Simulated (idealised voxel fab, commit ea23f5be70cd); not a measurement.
Process module in this document: voxel wiring stack
The figure presents cross-section cut, which has a width of 260 nm and is divided into square cells with an edge length of 5 nm.
Cross-section, as written here: a square-cell grid given band by band from the top down, where a band holds one or more rows of cells. Top, bottom (nm), then materials left to right with widths (nm); lone material tagged "all across" fills the whole band edge to edge; "blank" = empty space. Below 0: as-received wafer, all one material; heights counted from there. Lowest band: no bottom, goes on down, written "top 0, no bottom". Graded width ("30->40"): value in top row of band = first number; value in bottom row = second number; row-to-row change constant. You'll sometimes find "no alteration" written for a step, and that's the way of saying that nowhere in the cross-section did a cell change during that step. The entry titled "Closed void inventory" provides the empty spaces that have no open way to the top, restricted to those of 8 cells or more. Each is presented as width x height at distance, the distance being measured from the left edge, with all three in nm. What comes after the settings on a step's line is commentary from the simulator itself on that step. If you see "overlay nm" on a step's line and that step has a mask, it's telling you how far right of where it was planned the mask ended up; a negative number means it went left instead.
**Steps planned for the process**
1,RECEIVE | material Si
2,CONFORMAL_DEP | material SiO2 | thk nm 15
3,CONFORMAL_DEP | material SiN | thk nm 5
4,DIRECTIONAL_DEP | material lowk | thk nm 25
5,DIRECTIONAL_DEP | material aC | thk nm 10
6,PATTERN | tone open | mask id METAL_1 | material resist | width nm 25 | pitch nm 40 | thk nm 30 | overlay nm 0
7,DIRECTIONAL_ETCH | etch materials aC | depth nm 10
8,STRIP | etch materials resist
9,DIRECTIONAL_ETCH | etch materials lowk | depth nm 25
10,DIRECTIONAL_ETCH | etch materials SiN | depth nm 5
11,STRIP | etch materials aC
12,CONFORMAL_DEP | material TiN | thk nm 5
13,FILL_DEP | material Ru | thk nm 10
14,CMP | height nm 45
15,EPI | material Ru | thk nm 5
16,FILL_DEP | material SiCN | thk nm 5
17,DIRECTIONAL_DEP | material lowk | thk nm 30
18,DIRECTIONAL_DEP | material aC | thk nm 10
19,PATTERN | tone open | mask id METAL_2_HOLES | material resist | width nm 15 | pitch nm 40 | thk nm 25 | overlay nm 0
20,DIRECTIONAL_ETCH | etch materials aC | depth nm 10
21,STRIP | etch materials resist
22,DIRECTIONAL_ETCH | etch materials lowk | depth nm 30
23,STRIP | etch materials aC
24,PATTERN | tone open | mask id METAL_2 | material resist | width nm 25 | pitch nm 40 | thk nm 15 | overlay nm 0
25,DIRECTIONAL_ETCH | etch materials lowk | depth nm 15
26,DIRECTIONAL_ETCH | etch materials SiCN | depth nm 5
27,STRIP | etch materials resist
28,CONFORMAL_DEP | material TiN | thk nm 5
29,FILL_DEP | material Cu | thk nm 5
30,CMP | height nm 85
31,CONFORMAL_DEP | material SiN | thk nm 5
**Concerning the first of two wafers, which was run in accordance with the plan**
**Cross-section of the wafer as it came to us, i.e., already through step 1**
  top 0, no bottom | Si all across
  Closed void inventory: none
**Take a look at the wafer's cross-section after step 2**
  top 15, bottom 0 | SiO2 all across
  Everything under 0 stays put, no change at all.
**Take a look at the wafer's cross-section after step 3**
  top 20, bottom 15 | SiN all across
  Everything under 15 stays put, no change at all.
**Take a look at the wafer's cross-section after step 4**
  top 45, bottom 20 | lowk all across
  Everything under 20 stays put, no change at all.
**Take a look at the wafer's cross-section after step 5**
  top 55, bottom 45 | aC all across
  Everything under 45 stays put, no change at all.
**Take a look at the wafer's cross-section after step 6**
  top 85, bottom 55 | resist=55 | blank=25 | resist=15 | blank=25 | resist=15 | blank=25 | resist=15 | blank=25 | resist=60
  Everything under 55 stays put, no change at all.
**Take a look at the wafer's cross-section after step 7**
  top 75, bottom 55 | resist=55 | blank=25 | resist=15 | blank=25 | resist=15 | blank=25 | resist=15 | blank=25 | resist=60
  top 55, bottom 45 | aC=55 | blank=25 | aC=15 | blank=25 | aC=15 | blank=25 | aC=15 | blank=25 | aC=60
  Everything under 45 stays put, no change at all.
**Take a look at the wafer's cross-section after step 8**
  top 55, bottom 45 | aC=55 | blank=25 | aC=15 | blank=25 | aC=15 | blank=25 | aC=15 | blank=25 | aC=60
  Everything under 45 stays put, no change at all.
**Take a look at the wafer's cross-section after step 9**
  top 55, bottom 45 | aC=55 | blank=25 | aC=15 | blank=25 | aC=15 | blank=25 | aC=15 | blank=25 | aC=60
  top 45, bottom 20 | lowk=55 | blank=25 | lowk=15 | blank=25 | lowk=15 | blank=25 | lowk=15 | blank=25 | lowk=60
  Everything under 20 stays put, no change at all.
**Take a look at the wafer's cross-section after step 10**
  top 55, bottom 45 | aC=55 | blank=25 | aC=15 | blank=25 | aC=15 | blank=25 | aC=15 | blank=25 | aC=60
  top 45, bottom 20 | lowk=55 | blank=25 | lowk=15 | blank=25 | lowk=15 | blank=25 | lowk=15 | blank=25 | lowk=60
  top 20, bottom 15 | SiN=55 | blank=25 | SiN=15 | blank=25 | SiN=15 | blank=25 | SiN=15 | blank=25 | SiN=60
  Everything under 15 stays put, no change at all.
**Take a look at the wafer's cross-section after step 11**
  top 45, bottom 20 | lowk=55 | blank=25 | lowk=15 | blank=25 | lowk=15 | blank=25 | lowk=15 | blank=25 | lowk=60
  Everything under 20 stays put, no change at all.
**Take a look at the wafer's cross-section after step 12**
  top 50, bottom 45 | TiN=60 | blank=15 | TiN=25 | blank=15 | TiN=25 | blank=15 | TiN=25 | blank=15 | TiN=65
  top 45, bottom 20 | lowk=55 | TiN=5 | blank=15 | TiN=5 | lowk=15 | TiN=5 | blank=15 | TiN=5 | lowk=15 | TiN=5 | blank=15 | TiN=5 | lowk=15 | TiN=5 | blank=15 | TiN=5 | lowk=60
  top 20, bottom 15 | SiN=55 | TiN=25 | SiN=15 | TiN=25 | SiN=15 | TiN=25 | SiN=15 | TiN=25 | SiN=60
  Everything under 15 stays put, no change at all.
**Take a look at the wafer's cross-section after step 13**
  top 60, bottom 50 | Ru all across
  top 50, bottom 45 | TiN=60 | Ru=15 | TiN=25 | Ru=15 | TiN=25 | Ru=15 | TiN=25 | Ru=15 | TiN=65
  top 45, bottom 20 | lowk=55 | TiN=5 | Ru=15 | TiN=5 | lowk=15 | TiN=5 | Ru=15 | TiN=5 | lowk=15 | TiN=5 | Ru=15 | TiN=5 | lowk=15 | TiN=5 | Ru=15 | TiN=5 | lowk=60
  Everything under 20 stays put, no change at all.
**Take a look at the wafer's cross-section after step 14**
  top 45, bottom 20 | lowk=55 | TiN=5 | Ru=15 | TiN=5 | lowk=15 | TiN=5 | Ru=15 | TiN=5 | lowk=15 | TiN=5 | Ru=15 | TiN=5 | lowk=15 | TiN=5 | Ru=15 | TiN=5 | lowk=60
  Everything under 20 stays put, no change at all.
**Take a look at the wafer's cross-section after step 15**
  top 50, bottom 45 | blank=50 | Ru=35 | blank=5 | Ru=35 | blank=5 | Ru=35 | blank=5 | Ru=35 | blank=55
  Everything under 45 stays put, no change at all.
**Take a look at the wafer's cross-section after step 16**
  top 55, bottom 50 | SiCN all across
  top 50, bottom 45 | SiCN=50 | Ru=35 | SiCN=5 | Ru=35 | SiCN=5 | Ru=35 | SiCN=5 | Ru=35 | SiCN=55
  Everything under 45 stays put, no change at all.
**Take a look at the wafer's cross-section after step 17**
  top 85, bottom 55 | lowk all across
  Everything under 55 stays put, no change at all.
**Take a look at the wafer's cross-section after step 18**
  top 95, bottom 85 | aC all across
  Everything under 85 stays put, no change at all.
**Take a look at the wafer's cross-section after step 19**
  top 120, bottom 95 | resist=55 | blank=15 | resist=25 | blank=15 | resist=25 | blank=15 | resist=25 | blank=15 | resist=70
  Everything under 95 stays put, no change at all.
**Take a look at the wafer's cross-section after step 20**
  top 110, bottom 95 | resist=55 | blank=15 | resist=25 | blank=15 | resist=25 | blank=15 | resist=25 | blank=15 | resist=70
  top 95, bottom 85 | aC=55 | blank=15 | aC=25 | blank=15 | aC=25 | blank=15 | aC=25 | blank=15 | aC=70
  Everything under 85 stays put, no change at all.
**Take a look at the wafer's cross-section after step 21**
  top 95, bottom 85 | aC=55 | blank=15 | aC=25 | blank=15 | aC=25 | blank=15 | aC=25 | blank=15 | aC=70
  Everything under 85 stays put, no change at all.
**Take a look at the wafer's cross-section after step 22**
  top 95, bottom 85 | aC=55 | blank=15 | aC=25 | blank=15 | aC=25 | blank=15 | aC=25 | blank=15 | aC=70
  top 85, bottom 55 | lowk=55 | blank=15 | lowk=25 | blank=15 | lowk=25 | blank=15 | lowk=25 | blank=15 | lowk=70
  Everything under 55 stays put, no change at all.
**Take a look at the wafer's cross-section after step 23**
  top 85, bottom 55 | lowk=55 | blank=15 | lowk=25 | blank=15 | lowk=25 | blank=15 | lowk=25 | blank=15 | lowk=70
  Everything under 55 stays put, no change at all.
**Take a look at the wafer's cross-section after step 24**
  top 100, bottom 85 | resist=55 | blank=25 | resist=15 | blank=25 | resist=15 | blank=25 | resist=15 | blank=25 | resist=60
  Everything under 85 stays put, no change at all.
**Take a look at the wafer's cross-section after step 25**
  top 100, bottom 85 | resist=55 | blank=25 | resist=15 | blank=25 | resist=15 | blank=25 | resist=15 | blank=25 | resist=60
  top 85, bottom 70 | lowk=55 | blank=25 | lowk=15 | blank=25 | lowk=15 | blank=25 | lowk=15 | blank=25 | lowk=60
  Everything under 70 stays put, no change at all.
**Take a look at the wafer's cross-section after step 26**
  top 100, bottom 85 | resist=55 | blank=25 | resist=15 | blank=25 | resist=15 | blank=25 | resist=15 | blank=25 | resist=60
  top 85, bottom 70 | lowk=55 | blank=25 | lowk=15 | blank=25 | lowk=15 | blank=25 | lowk=15 | blank=25 | lowk=60
  top 70, bottom 55 | lowk=55 | blank=15 | lowk=25 | blank=15 | lowk=25 | blank=15 | lowk=25 | blank=15 | lowk=70
  top 55, bottom 50 | SiCN=55 | blank=15 | SiCN=25 | blank=15 | SiCN=25 | blank=15 | SiCN=25 | blank=15 | SiCN=70
  Everything under 50 stays put, no change at all.
**Take a look at the wafer's cross-section after step 27**
  top 85, bottom 70 | lowk=55 | blank=25 | lowk=15 | blank=25 | lowk=15 | blank=25 | lowk=15 | blank=25 | lowk=60
  Everything under 70 stays put, no change at all.
**Take a look at the wafer's cross-section after step 28**
  top 90, bottom 85 | TiN=60 | blank=15 | TiN=25 | blank=15 | TiN=25 | blank=15 | TiN=25 | blank=15 | TiN=65
  top 85, bottom 75 | lowk=55 | TiN=5 | blank=15 | TiN=5 | lowk=15 | TiN=5 | blank=15 | TiN=5 | lowk=15 | TiN=5 | blank=15 | TiN=5 | lowk=15 | TiN=5 | blank=15 | TiN=5 | lowk=60
  top 75, bottom 70 | lowk=55 | TiN=5 | blank=5 | TiN=15 | lowk=15 | TiN=5 | blank=5 | TiN=15 | lowk=15 | TiN=5 | blank=5 | TiN=15 | lowk=15 | TiN=5 | blank=5 | TiN=15 | lowk=60
  top 70, bottom 55 | lowk=55 | TiN=5 | blank=5 | TiN=5 | lowk=25 | TiN=5 | blank=5 | TiN=5 | lowk=25 | TiN=5 | blank=5 | TiN=5 | lowk=25 | TiN=5 | blank=5 | TiN=5 | lowk=70
  top 55, bottom 50 | SiCN=55 | TiN=15 | SiCN=25 | TiN=15 | SiCN=25 | TiN=15 | SiCN=25 | TiN=15 | SiCN=70
  Everything under 50 stays put, no change at all.
**Take a look at the wafer's cross-section after step 29**
  top 95, bottom 90 | Cu all across
  top 90, bottom 85 | TiN=60 | Cu=15 | TiN=25 | Cu=15 | TiN=25 | Cu=15 | TiN=25 | Cu=15 | TiN=65
  top 85, bottom 75 | lowk=55 | TiN=5 | Cu=15 | TiN=5 | lowk=15 | TiN=5 | Cu=15 | TiN=5 | lowk=15 | TiN=5 | Cu=15 | TiN=5 | lowk=15 | TiN=5 | Cu=15 | TiN=5 | lowk=60
  top 75, bottom 70 | lowk=55 | TiN=5 | Cu=5 | TiN=15 | lowk=15 | TiN=5 | Cu=5 | TiN=15 | lowk=15 | TiN=5 | Cu=5 | TiN=15 | lowk=15 | TiN=5 | Cu=5 | TiN=15 | lowk=60
  top 70, bottom 55 | lowk=55 | TiN=5 | Cu=5 | TiN=5 | lowk=25 | TiN=5 | Cu=5 | TiN=5 | lowk=25 | TiN=5 | Cu=5 | TiN=5 | lowk=25 | TiN=5 | Cu=5 | TiN=5 | lowk=70
  Everything under 55 stays put, no change at all.
**Take a look at the wafer's cross-section after step 30**
  top 85, bottom 75 | lowk=55 | TiN=5 | Cu=15 | TiN=5 | lowk=15 | TiN=5 | Cu=15 | TiN=5 | lowk=15 | TiN=5 | Cu=15 | TiN=5 | lowk=15 | TiN=5 | Cu=15 | TiN=5 | lowk=60
  Everything under 75 stays put, no change at all.
**Take a look at the wafer's cross-section after step 31**
  top 90, bottom 85 | SiN all across
  Everything under 85 stays put, no change at all.
**For the second wafer, take the first wafer's start and plan, then add one mistake made in running it; everything through step 15, that step included, is shared with the first**
**Cross-section: second wafer, time at which step 16 was scheduled to end**
  top 80, bottom 75 | blank=50 | lowk=35 | blank=5 | lowk=35 | blank=5 | lowk=35 | blank=5 | lowk=35 | blank=55
  top 75, bottom 50 | lowk all across
  top 50, bottom 45 | lowk=50 | Ru=35 | lowk=5 | Ru=35 | lowk=5 | Ru=35 | lowk=5 | Ru=35 | lowk=55
  Everything under 45 stays put, no change at all.
**Cross-section: second wafer, time at which step 17 was scheduled to end**
  top 85, bottom 80 | SiCN all across
  top 80, bottom 75 | SiCN=50 | lowk=35 | SiCN=5 | lowk=35 | SiCN=5 | lowk=35 | SiCN=5 | lowk=35 | SiCN=55
  Everything under 75 stays put, no change at all.
**Cross-section: second wafer, time at which step 18 was scheduled to end**
  top 95, bottom 85 | aC all across
  Everything under 85 stays put, no change at all.
**Cross-section: second wafer, time at which step 19 was scheduled to end**
  top 120, bottom 95 | resist=55 | blank=15 | resist=25 | blank=15 | resist=25 | blank=15 | resist=25 | blank=15 | resist=70
  Everything under 95 stays put, no change at all.
**Cross-section: second wafer, time at which step 20 was scheduled to end**
  top 110, bottom 95 | resist=55 | blank=15 | resist=25 | blank=15 | resist=25 | blank=15 | resist=25 | blank=15 | resist=70
  top 95, bottom 85 | aC=55 | blank=15 | aC=25 | blank=15 | aC=25 | blank=15 | aC=25 | blank=15 | aC=70
  Everything under 85 stays put, no change at all.
**Cross-section: second wafer, time at which step 21 was scheduled to end**
  top 95, bottom 85 | aC=55 | blank=15 | aC=25 | blank=15 | aC=25 | blank=15 | aC=25 | blank=15 | aC=70
  Everything under 85 stays put, no change at all.
Cross-section: second wafer, time at which step 22 was scheduled to end: no alteration
**Cross-section: second wafer, time at which step 23 was scheduled to end**
  top 85, bottom 80 | SiCN all across
  Everything under 80 stays put, no change at all.
**Cross-section: second wafer, time at which step 24 was scheduled to end**
  top 100, bottom 85 | resist=55 | blank=25 | resist=15 | blank=25 | resist=15 | blank=25 | resist=15 | blank=25 | resist=60
  Everything under 85 stays put, no change at all.
Cross-section: second wafer, time at which step 25 was scheduled to end: no alteration
**Cross-section: second wafer, time at which step 26 was scheduled to end**
  top 100, bottom 85 | resist=55 | blank=25 | resist=15 | blank=25 | resist=15 | blank=25 | resist=15 | blank=25 | resist=60
  top 85, bottom 80 | SiCN=55 | blank=25 | SiCN=15 | blank=25 | SiCN=15 | blank=25 | SiCN=15 | blank=25 | SiCN=60
  Everything under 80 stays put, no change at all.
**Cross-section: second wafer, time at which step 27 was scheduled to end**
  top 85, bottom 80 | SiCN=55 | blank=25 | SiCN=15 | blank=25 | SiCN=15 | blank=25 | SiCN=15 | blank=25 | SiCN=60
  Everything under 80 stays put, no change at all.
**Cross-section: second wafer, time at which step 28 was scheduled to end**
  top 90, bottom 85 | TiN=60 | blank=15 | TiN=25 | blank=15 | TiN=25 | blank=15 | TiN=25 | blank=15 | TiN=65
  top 85, bottom 80 | SiCN=55 | TiN=25 | SiCN=15 | TiN=25 | SiCN=15 | TiN=25 | SiCN=15 | TiN=25 | SiCN=60
  Everything under 80 stays put, no change at all.
**Cross-section: second wafer, time at which step 29 was scheduled to end**
  top 95, bottom 90 | Cu all across
  top 90, bottom 85 | TiN=60 | Cu=15 | TiN=25 | Cu=15 | TiN=25 | Cu=15 | TiN=25 | Cu=15 | TiN=65
  Everything under 85 stays put, no change at all.
**Cross-section: second wafer, time at which step 30 was scheduled to end**
  top 85, bottom 80 | SiCN=55 | TiN=25 | SiCN=15 | TiN=25 | SiCN=15 | TiN=25 | SiCN=15 | TiN=25 | SiCN=60
  Everything under 80 stays put, no change at all.
**Cross-section: second wafer, time at which step 31 was scheduled to end**
  top 90, bottom 85 | SiN all across
  Everything under 85 stays put, no change at all.
Heads up, the wafer didn't run the way we planned it: plan vs actual: 16 and 17 interchanged
Wafer comparison, final, in cells, second relative to first, materials more or fewer: 40 fewer of Cu; 8 fewer of SiCN; 48 fewer of TiN; 96 more of lowk
